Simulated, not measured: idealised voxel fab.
You're looking at the process module voxel capacitor over wiring.
Square cells of 5 nm make up the cross-section cut, whose width is 180 nm.
Each cross-section below is a grid of square cells, stated as bands in top-down order, with one or more rows of cells making up each band. What a band's entry tells you: where the top is and where the bottom is, as heights in nm, and after that what lies inside, material by material from left to right, each with its width in nm. Empty space is written as the word "air", and a single material marked with the word "full width" occupies the band from edge to edge. Where do heights start? At 0: under that level the wafer as delivered is made of one material only. And the lowest band has no floor; it just carries on downward, as in "from 0 down". It should be noted that a width expressed as "30..40" varies in equal increments from row to row of cells within the band, taking the value of the first number at the top row and that of the second number at the bottom row. A step reported as "remained the same" is a step in which no cell of the cross-section changed. Empty spaces without an open route to the top, at least 8 cells in extent, make up the entry "Tabulated closed voids"; each is given as width x height at distance, where the distance is measured from the left edge, and all are in nm. That trailing text on a step's line, after the settings, is the simulator's own remark on the step. A step's line can hold "overlay nm"; with a mask on that step, the setting says how far right of the planned place the mask lay, while a negative setting says it lay to the left.
[Set out below are the planned steps of the process]
step 1: op RECEIVE | material Si
step 2: op CONFORMAL_DEP | material SiO2 | thk nm 15
step 3: op DIRECTIONAL_DEP | material TiN | thk nm 5
step 4: op DIRECTIONAL_DEP | material Ru | thk nm 20
step 5: op PATTERN | tone cover | mask id METAL_1 | material resist | width nm 25 | pitch nm 95 | thk nm 20 | overlay nm 0
step 6: op DIRECTIONAL_ETCH | etch materials Ru | depth nm 20
step 7: op DIRECTIONAL_ETCH | etch materials TiN | depth nm 5
step 8: op STRIP | etch materials resist
step 9: op CONFORMAL_DEP | material SiCN | thk nm 5
step 10: op FILL_DEP | material lowk | thk nm 5
step 11: op CMP | height nm 40
step 12: op CONFORMAL_DEP | material SiCN | thk nm 5
step 13: op DIRECTIONAL_DEP | material SiO2 | thk nm 10
step 14: op DIRECTIONAL_DEP | material aC | thk nm 15
step 15: op PATTERN | tone open | mask id PLUG_1 | material resist | width nm 15 | thk nm 35 | overlay nm 0
step 16: op DIRECTIONAL_ETCH | etch materials aC | depth nm 15
step 17: op STRIP | etch materials resist
step 18: op DIRECTIONAL_ETCH | etch materials SiO2 | depth nm 10
step 19: op DIRECTIONAL_ETCH | etch materials SiCN | depth nm 5
step 20: op STRIP | etch materials aC
step 21: op EPI | material Ru | thk nm 10
step 22: op EPI | material Ru | thk nm 5
step 23: op DIRECTIONAL_DEP | material TiN | thk nm 5
step 24: op DIRECTIONAL_DEP | material HfO2 | thk nm 5
step 25: op DIRECTIONAL_DEP | material TiN | thk nm 5
step 26: op DIRECTIONAL_DEP | material aC | thk nm 15
step 27: op PATTERN | tone cover | mask id UPPER_PLATE | material resist | width nm 75 | thk nm 30 | overlay nm 0
step 28: op DIRECTIONAL_ETCH | etch materials aC | depth nm 15
step 29: op STRIP | etch materials resist
step 30: op DIRECTIONAL_ETCH | etch materials TiN | depth nm 5
step 31: op DIRECTIONAL_ETCH | etch materials HfO2 | depth nm 5
step 32: op STRIP | etch materials aC
step 33: op DIRECTIONAL_DEP | material aC | thk nm 15
step 34: op PATTERN | tone cover | mask id LOWER_PLATE | material resist | width nm 85 | thk nm 35 | overlay nm 0
step 35: op DIRECTIONAL_ETCH | etch materials aC | depth nm 15
step 36: op STRIP | etch materials resist
step 37: op DIRECTIONAL_ETCH | etch materials TiN | depth nm 5
step 38: op STRIP | etch materials aC
step 39: op FILL_DEP | material SiO2 | thk nm 15
step 40: op CMP | height nm 80
step 41: op DIRECTIONAL_DEP | material aC | thk nm 10
step 42: op PATTERN | tone open | mask id PLUG_2 | material resist | width nm 15 | thk nm 30 | overlay nm 0
step 43: op DIRECTIONAL_ETCH | etch materials aC | depth nm 10
step 44: op STRIP | etch materials resist
step 45: op DIRECTIONAL_ETCH | etch materials SiO2 | depth nm 10
step 46: op STRIP | etch materials aC
step 47: op CONFORMAL_DEP | material TiN | thk nm 5
step 48: op FILL_DEP | material W | thk nm 10
step 49: op CMP | height nm 80
step 50: op CONFORMAL_DEP | material SiCN | thk nm 5
[The first of a set of two wafers, run to plan]
[As received (post step 1): cross-section]
    from 0 down: Si full width
    Tabulated closed voids: none
[after step 2]
    from 15 to 0: SiO2 full width
    Below 0 it's all the same as before, nothing changed down there.
[after step 3]
    from 20 to 15: TiN full width
    Below 15 it's all the same as before, nothing changed down there.
[after step 4]
    from 40 to 20: Ru full width
    Below 20 it's all the same as before, nothing changed down there.
[after step 5]
    from 60 to 40: air=30; resist=25; air=70; resist=25; air=30
    Below 40 it's all the same as before, nothing changed down there.
[after step 6]
    from 60 to 40: air=30; resist=25; air=70; resist=25; air=30
    from 40 to 20: air=30; Ru=25; air=70; Ru=25; air=30
    Below 20 it's all the same as before, nothing changed down there.
[after step 7]
    from 60 to 40: air=30; resist=25; air=70; resist=25; air=30
    from 40 to 20: air=30; Ru=25; air=70; Ru=25; air=30
    from 20 to 15: air=30; TiN=25; air=70; TiN=25; air=30
    Below 15 it's all the same as before, nothing changed down there.
[after step 8]
    from 40 to 20: air=30; Ru=25; air=70; Ru=25; air=30
    Below 20 it's all the same as before, nothing changed down there.
[after step 9]
    from 45 to 40: air=25; SiCN=35; air=60; SiCN=35; air=25
    from 40 to 20: air=25; SiCN=5; Ru=25; SiCN=5; air=60; SiCN=5; Ru=25; SiCN=5; air=25
    from 20 to 15: SiCN=30; TiN=25; SiCN=70; TiN=25; SiCN=30
    Below 15 it's all the same as before, nothing changed down there.
[after step 10]
    from 50 to 45: lowk full width
    from 45 to 40: lowk=25; SiCN=35; lowk=60; SiCN=35; lowk=25
    from 40 to 20: lowk=25; SiCN=5; Ru=25; SiCN=5; lowk=60; SiCN=5; Ru=25; SiCN=5; lowk=25
    Below 20 it's all the same as before, nothing changed down there.
[after step 11]
    from 40 to 20: lowk=25; SiCN=5; Ru=25; SiCN=5; lowk=60; SiCN=5; Ru=25; SiCN=5; lowk=25
    Below 20 it's all the same as before, nothing changed down there.
[after step 12]
    from 45 to 40: SiCN full width
    Below 40 it's all the same as before, nothing changed down there.
[after step 13]
    from 55 to 45: SiO2 full width
    Below 45 it's all the same as before, nothing changed down there.
[after step 14]
    from 70 to 55: aC full width
    Below 55 it's all the same as before, nothing changed down there.
[after step 15]
    from 105 to 70: resist=40; air=15; resist=125
    Below 70 it's all the same as before, nothing changed down there.
[after step 16]
    from 90 to 70: resist=40; air=15; resist=125
    from 70 to 55: aC=40; air=15; aC=125
    Below 55 it's all the same as before, nothing changed down there.
[after step 17]
    from 70 to 55: aC=40; air=15; aC=125
    Below 55 it's all the same as before, nothing changed down there.
[after step 18]
    from 70 to 55: aC=40; air=15; aC=125
    from 55 to 45: SiO2=40; air=15; SiO2=125
    Below 45 it's all the same as before, nothing changed down there.
[after step 19]
    from 70 to 55: aC=40; air=15; aC=125
    from 55 to 45: SiO2=40; air=15; SiO2=125
    from 45 to 40: SiCN=40; air=15; SiCN=125
    Below 40 it's all the same as before, nothing changed down there.
[after step 20]
    from 55 to 45: SiO2=40; air=15; SiO2=125
    Below 45 it's all the same as before, nothing changed down there.
[after step 21]
    from 55 to 50: SiO2=40; air=15; SiO2=125
    from 50 to 45: SiO2=40; Ru=15; SiO2=125
    from 45 to 40: SiCN=40; Ru=15; SiCN=125
    Below 40 it's all the same as before, nothing changed down there.
[after step 22]
    from 55 to 45: SiO2=40; Ru=15; SiO2=125
    Below 45 it's all the same as before, nothing changed down there.
[after step 23]
    from 60 to 55: TiN full width
    Below 55 it's all the same as before, nothing changed down there.
[after step 24]
    from 65 to 60: HfO2 full width
    Below 60 it's all the same as before, nothing changed down there.
[after step 25]
    from 70 to 65: TiN full width
    Below 65 it's all the same as before, nothing changed down there.
[after step 26]
    from 85 to 70: aC full width
    Below 70 it's all the same as before, nothing changed down there.
[after step 27]
    from 115 to 85: air=40; resist=75; air=65
    Below 85 it's all the same as before, nothing changed down there.
[after step 28]
    from 100 to 85: air=40; resist=75; air=65
    from 85 to 70: air=40; aC=75; air=65
    Below 70 it's all the same as before, nothing changed down there.
[after step 29]
    from 85 to 70: air=40; aC=75; air=65
    Below 70 it's all the same as before, nothing changed down there.
[after step 30]
    from 85 to 70: air=40; aC=75; air=65
    from 70 to 65: air=40; TiN=75; air=65
    Below 65 it's all the same as before, nothing changed down there.
[after step 31]
    from 85 to 70: air=40; aC=75; air=65
    from 70 to 65: air=40; TiN=75; air=65
    from 65 to 60: air=40; HfO2=75; air=65
    Below 60 it's all the same as before, nothing changed down there.
[after step 32]
    from 70 to 65: air=40; TiN=75; air=65
    Below 65 it's all the same as before, nothing changed down there.
[after step 33]
    from 85 to 75: air=40; aC=75; air=65
    from 75 to 70: aC full width
    from 70 to 65: aC=40; TiN=75; aC=65
    from 65 to 60: aC=40; HfO2=75; aC=65
    Below 60 it's all the same as before, nothing changed down there.
[after step 34]
    from 120 to 85: air=35; resist=85; air=60
    from 85 to 75: air=35; resist=5; aC=75; resist=5; air=60
    Below 75 it's all the same as before, nothing changed down there.
[after step 35]
    from 105 to 85: air=35; resist=85; air=60
    from 85 to 75: air=35; resist=5; aC=75; resist=5; air=60
    from 75 to 70: air=35; aC=85; air=60
    from 70 to 65: air=35; aC=5; TiN=75; aC=5; air=60
    from 65 to 60: air=35; aC=5; HfO2=75; aC=5; air=60
    Below 60 it's all the same as before, nothing changed down there.
[after step 36]
    from 85 to 75: air=40; aC=75; air=65
    Below 75 it's all the same as before, nothing changed down there.
[after step 37]
    from 85 to 75: air=40; aC=75; air=65
    from 75 to 70: air=35; aC=85; air=60
    from 70 to 65: air=35; aC=5; TiN=75; aC=5; air=60
    from 65 to 60: air=35; aC=5; HfO2=75; aC=5; air=60
    from 60 to 55: air=35; TiN=85; air=60
    Below 55 it's all the same as before, nothing changed down there.
[after step 38]
    from 70 to 65: air=40; TiN=75; air=65
    from 65 to 60: air=40; HfO2=75; air=65
    Below 60 it's all the same as before, nothing changed down there.
[after step 39]
    from 85 to 70: SiO2 full width
    from 70 to 65: SiO2=40; TiN=75; SiO2=65
    from 65 to 60: SiO2=40; HfO2=75; SiO2=65
    from 60 to 55: SiO2=35; TiN=85; SiO2=60
    Below 55 it's all the same as before, nothing changed down there.
[after step 40]
    from 80 to 70: SiO2 full width
    Below 70 it's all the same as before, nothing changed down there.
[after step 41]
    from 90 to 80: aC full width
    Below 80 it's all the same as before, nothing changed down there.
[after step 42]
    from 120 to 90: resist=50; air=15; resist=115
    Below 90 it's all the same as before, nothing changed down there.
[after step 43]
    from 110 to 90: resist=50; air=15; resist=115
    from 90 to 80: aC=50; air=15; aC=115
    Below 80 it's all the same as before, nothing changed down there.
[after step 44]
    from 90 to 80: aC=50; air=15; aC=115
    Below 80 it's all the same as before, nothing changed down there.
[after step 45]
    from 90 to 80: aC=50; air=15; aC=115
    from 80 to 70: SiO2=50; air=15; SiO2=115
    Below 70 it's all the same as before, nothing changed down there.
[after step 46]
    from 80 to 70: SiO2=50; air=15; SiO2=115
    Below 70 it's all the same as before, nothing changed down there.
[after step 47]
    from 85 to 80: TiN=55; air=5; TiN=120
    from 80 to 75: SiO2=50; TiN=5; air=5; TiN=5; SiO2=115
    from 75 to 65: SiO2=50..40; TiN=15..75; SiO2=115..65
    Below 65 it's all the same as before, nothing changed down there.
[after step 48]
    from 95 to 85: W full width
    from 85 to 80: TiN=55; W=5; TiN=120
    from 80 to 75: SiO2=50; TiN=5; W=5; TiN=5; SiO2=115
    Below 75 it's all the same as before, nothing changed down there.
[after step 49]
    from 80 to 75: SiO2=50; TiN=5; W=5; TiN=5; SiO2=115
    Below 75 it's all the same as before, nothing changed down there.
[after step 50]
    from 85 to 80: SiCN full width
    Below 80 it's all the same as before, nothing changed down there.
[Second Wafer (Identical Start and Plan, One Processing Error; Matches First Wafer Through Step 2)]
Cross-section of the second wafer when, according to plan, step 3 should have finished: remained the same
[Cross-section of the second wafer when, according to plan, step 4 should have finished]
    from 35 to 15: Ru full width
    Below 15 it's all the same as before, nothing changed down there.
[Cross-section of the second wafer when, according to plan, step 5 should have finished]
    from 55 to 35: air=30; resist=25; air=70; resist=25; air=30
    Below 35 it's all the same as before, nothing changed down there.
[Cross-section of the second wafer when, according to plan, step 6 should have finished]
    from 55 to 35: air=30; resist=25; air=70; resist=25; air=30
    from 35 to 15: air=30; Ru=25; air=70; Ru=25; air=30
    Below 15 it's all the same as before, nothing changed down there.
Cross-section of the second wafer when, according to plan, step 7 should have finished: remained the same
[Cross-section of the second wafer when, according to plan, step 8 should have finished]
    from 35 to 15: air=30; Ru=25; air=70; Ru=25; air=30
    Below 15 it's all the same as before, nothing changed down there.
[Cross-section of the second wafer when, according to plan, step 9 should have finished]
    from 40 to 35: air=25; SiCN=35; air=60; SiCN=35; air=25
    from 35 to 20: air=25; SiCN=5; Ru=25; SiCN=5; air=60; SiCN=5; Ru=25; SiCN=5; air=25
    from 20 to 15: SiCN=30; Ru=25; SiCN=70; Ru=25; SiCN=30
    Below 15 it's all the same as before, nothing changed down there.
[Cross-section of the second wafer when, according to plan, step 10 should have finished]
    from 45 to 40: lowk full width
    from 40 to 35: lowk=25; SiCN=35; lowk=60; SiCN=35; lowk=25
    from 35 to 20: lowk=25; SiCN=5; Ru=25; SiCN=5; lowk=60; SiCN=5; Ru=25; SiCN=5; lowk=25
    Below 20 it's all the same as before, nothing changed down there.
[Cross-section of the second wafer when, according to plan, step 11 should have finished]
    from 40 to 35: lowk=25; SiCN=35; lowk=60; SiCN=35; lowk=25
    Below 35 it's all the same as before, nothing changed down there.
[Cross-section of the second wafer when, according to plan, step 12 should have finished]
    from 45 to 40: SiCN full width
    Below 40 it's all the same as before, nothing changed down there.
[Cross-section of the second wafer when, according to plan, step 13 should have finished]
    from 55 to 45: SiO2 full width
    Below 45 it's all the same as before, nothing changed down there.
[Cross-section of the second wafer when, according to plan, step 14 should have finished]
    from 70 to 55: aC full width
    Below 55 it's all the same as before, nothing changed down there.
[Cross-section of the second wafer when, according to plan, step 15 should have finished]
    from 105 to 70: resist=40; air=15; resist=125
    Below 70 it's all the same as before, nothing changed down there.
[Cross-section of the second wafer when, according to plan, step 16 should have finished]
    from 90 to 70: resist=40; air=15; resist=125
    from 70 to 55: aC=40; air=15; aC=125
    Below 55 it's all the same as before, nothing changed down there.
[Cross-section of the second wafer when, according to plan, step 17 should have finished]
    from 70 to 55: aC=40; air=15; aC=125
    Below 55 it's all the same as before, nothing changed down there.
[Cross-section of the second wafer when, according to plan, step 18 should have finished]
    from 70 to 55: aC=40; air=15; aC=125
    from 55 to 45: SiO2=40; air=15; SiO2=125
    Below 45 it's all the same as before, nothing changed down there.
[Cross-section of the second wafer when, according to plan, step 19 should have finished]
    from 70 to 55: aC=40; air=15; aC=125
    from 55 to 45: SiO2=40; air=15; SiO2=125
    from 45 to 40: SiCN=40; air=15; SiCN=125
    Below 40 it's all the same as before, nothing changed down there.
[Cross-section of the second wafer when, according to plan, step 20 should have finished]
    from 55 to 45: SiO2=40; air=15; SiO2=125
    Below 45 it's all the same as before, nothing changed down there.
Cross-section of the second wafer when, according to plan, step 21 should have finished: remained the same
Cross-section of the second wafer when, according to plan, step 22 should have finished: remained the same
[Cross-section of the second wafer when, according to plan, step 23 should have finished]
    from 60 to 55: TiN=40; air=15; TiN=125
    from 55 to 45: SiO2=40; air=15; SiO2=125
    from 45 to 40: SiCN=40; TiN=15; SiCN=125
    Below 40 it's all the same as before, nothing changed down there.
[Cross-section of the second wafer when, according to plan, step 24 should have finished]
    from 65 to 60: HfO2=40; air=15; HfO2=125
    from 60 to 55: TiN=40; air=15; TiN=125
    from 55 to 50: SiO2=40; air=15; SiO2=125
    from 50 to 45: SiO2=40; HfO2=15; SiO2=125
    Below 45 it's all the same as before, nothing changed down there.
[Cross-section of the second wafer when, according to plan, step 25 should have finished]
    from 70 to 65: TiN=40; air=15; TiN=125
    from 65 to 60: HfO2=40; air=15; HfO2=125
    from 60 to 55: TiN=40; air=15; TiN=125
    from 55 to 50: SiO2=40; TiN=15; SiO2=125
    Below 50 it's all the same as before, nothing changed down there.
[Cross-section of the second wafer when, according to plan, step 26 should have finished]
    from 85 to 70: aC=40; air=15; aC=125
    from 70 to 65: TiN=40; aC=15; TiN=125
    from 65 to 60: HfO2=40; aC=15; HfO2=125
    from 60 to 55: TiN=40; aC=15; TiN=125
    Below 55 it's all the same as before, nothing changed down there.
[Cross-section of the second wafer when, according to plan, step 27 should have finished]
    from 115 to 85: air=40; resist=75; air=65
    from 85 to 70: aC=40; resist=15; aC=125
    Below 70 it's all the same as before, nothing changed down there.
[Cross-section of the second wafer when, according to plan, step 28 should have finished]
    from 100 to 85: air=40; resist=75; air=65
    from 85 to 70: air=40; resist=15; aC=60; air=65
    Below 70 it's all the same as before, nothing changed down there.
[Cross-section of the second wafer when, according to plan, step 29 should have finished]
    from 85 to 70: air=55; aC=60; air=65
    Below 70 it's all the same as before, nothing changed down there.
[Cross-section of the second wafer when, according to plan, step 30 should have finished]
    from 85 to 70: air=55; aC=60; air=65
    from 70 to 65: air=40; aC=15; TiN=60; air=65
    Below 65 it's all the same as before, nothing changed down there.
[Cross-section of the second wafer when, according to plan, step 31 should have finished]
    from 85 to 70: air=55; aC=60; air=65
    from 70 to 65: air=40; aC=15; TiN=60; air=65
    from 65 to 60: air=40; aC=15; HfO2=60; air=65
    Below 60 it's all the same as before, nothing changed down there.
[Cross-section of the second wafer when, according to plan, step 32 should have finished]
    from 70 to 65: air=55; TiN=60; air=65
    from 65 to 60: air=55; HfO2=60; air=65
    from 60 to 55: TiN=40; air=15; TiN=125
    Below 55 it's all the same as before, nothing changed down there.
[Cross-section of the second wafer when, according to plan, step 33 should have finished]
    from 85 to 75: air=55; aC=60; air=65
    from 75 to 70: aC=40; air=15; aC=125
    from 70 to 65: aC=55; TiN=60; aC=65
    from 65 to 60: aC=55; HfO2=60; aC=65
    from 60 to 55: TiN=40; aC=15; TiN=125
    Below 55 it's all the same as before, nothing changed down there.
[Cross-section of the second wafer when, according to plan, step 34 should have finished]
    from 120 to 85: air=35; resist=85; air=60
    from 85 to 75: air=35; resist=20; aC=60; resist=5; air=60
    from 75 to 70: aC=40; resist=15; aC=125
    Below 70 it's all the same as before, nothing changed down there.
[Cross-section of the second wafer when, according to plan, step 35 should have finished]
    from 105 to 85: air=35; resist=85; air=60
    from 85 to 75: air=35; resist=20; aC=60; resist=5; air=60
    from 75 to 70: air=35; aC=5; resist=15; aC=65; air=60
    from 70 to 65: air=35; aC=20; TiN=60; aC=5; air=60
    from 65 to 60: air=35; aC=20; HfO2=60; aC=5; air=60
    Below 60 it's all the same as before, nothing changed down there.
[Cross-section of the second wafer when, according to plan, step 36 should have finished]
    from 85 to 75: air=55; aC=60; air=65
    from 75 to 70: air=35; aC=5; air=15; aC=65; air=60
    Below 70 it's all the same as before, nothing changed down there.
[Cross-section of the second wafer when, according to plan, step 37 should have finished]
    from 85 to 75: air=55; aC=60; air=65
    from 75 to 70: air=35; aC=5; air=15; aC=65; air=60
    from 70 to 65: air=35; aC=20; TiN=60; aC=5; air=60
    from 65 to 60: air=35; aC=20; HfO2=60; aC=5; air=60
    from 60 to 55: air=35; TiN=5; aC=15; TiN=65; air=60
    Below 55 it's all the same as before, nothing changed down there.
[Cross-section of the second wafer when, according to plan, step 38 should have finished]
    from 70 to 65: air=55; TiN=60; air=65
    from 65 to 60: air=55; HfO2=60; air=65
    from 60 to 55: air=35; TiN=5; air=15; TiN=65; air=60
    Below 55 it's all the same as before, nothing changed down there.
[Cross-section of the second wafer when, according to plan, step 39 should have finished]
    from 85 to 70: SiO2 full width
    from 70 to 65: SiO2=55; TiN=60; SiO2=65
    from 65 to 60: SiO2=55; HfO2=60; SiO2=65
    from 60 to 55: SiO2=35; TiN=5; SiO2=15; TiN=65; SiO2=60
    Below 55 it's all the same as before, nothing changed down there.
[Cross-section of the second wafer when, according to plan, step 40 should have finished]
    from 80 to 70: SiO2 full width
    Below 70 it's all the same as before, nothing changed down there.
[Cross-section of the second wafer when, according to plan, step 41 should have finished]
    from 90 to 80: aC full width
    Below 80 it's all the same as before, nothing changed down there.
[Cross-section of the second wafer when, according to plan, step 42 should have finished]
    from 120 to 90: resist=50; air=15; resist=115
    Below 90 it's all the same as before, nothing changed down there.
[Cross-section of the second wafer when, according to plan, step 43 should have finished]
    from 110 to 90: resist=50; air=15; resist=115
    from 90 to 80: aC=50; air=15; aC=115
    Below 80 it's all the same as before, nothing changed down there.
[Cross-section of the second wafer when, according to plan, step 44 should have finished]
    from 90 to 80: aC=50; air=15; aC=115
    Below 80 it's all the same as before, nothing changed down there.
[Cross-section of the second wafer when, according to plan, step 45 should have finished]
    from 90 to 80: aC=50; air=15; aC=115
    from 80 to 70: SiO2=50; air=15; SiO2=115
    Below 70 it's all the same as before, nothing changed down there.
[Cross-section of the second wafer when, according to plan, step 46 should have finished]
    from 80 to 70: SiO2=50; air=15; SiO2=115
    Below 70 it's all the same as before, nothing changed down there.
[Cross-section of the second wafer when, according to plan, step 47 should have finished]
    from 85 to 80: TiN=55; air=5; TiN=120
    from 80 to 75: SiO2=50; TiN=5; air=5; TiN=5; SiO2=115
    from 75 to 65: SiO2=50..55; TiN=15..60; SiO2=115..65
    Below 65 it's all the same as before, nothing changed down there.
[Cross-section of the second wafer when, according to plan, step 48 should have finished]
    from 95 to 85: W full width
    from 85 to 80: TiN=55; W=5; TiN=120
    from 80 to 75: SiO2=50; TiN=5; W=5; TiN=5; SiO2=115
    Below 75 it's all the same as before, nothing changed down there.
[Cross-section of the second wafer when, according to plan, step 49 should have finished]
    from 80 to 75: SiO2=50; TiN=5; W=5; TiN=5; SiO2=115
    Below 75 it's all the same as before, nothing changed down there.
[Cross-section of the second wafer when, according to plan, step 50 should have finished]
    from 85 to 80: SiCN full width
    Below 80 it's all the same as before, nothing changed down there.
Error vs. plan: step 3 of the plan got skipped, so it never ran
FYI, end of process, the second wafer has more or fewer cells of some materials than the first: Ru -9, SiCN +10, SiO2 +9, TiN -10
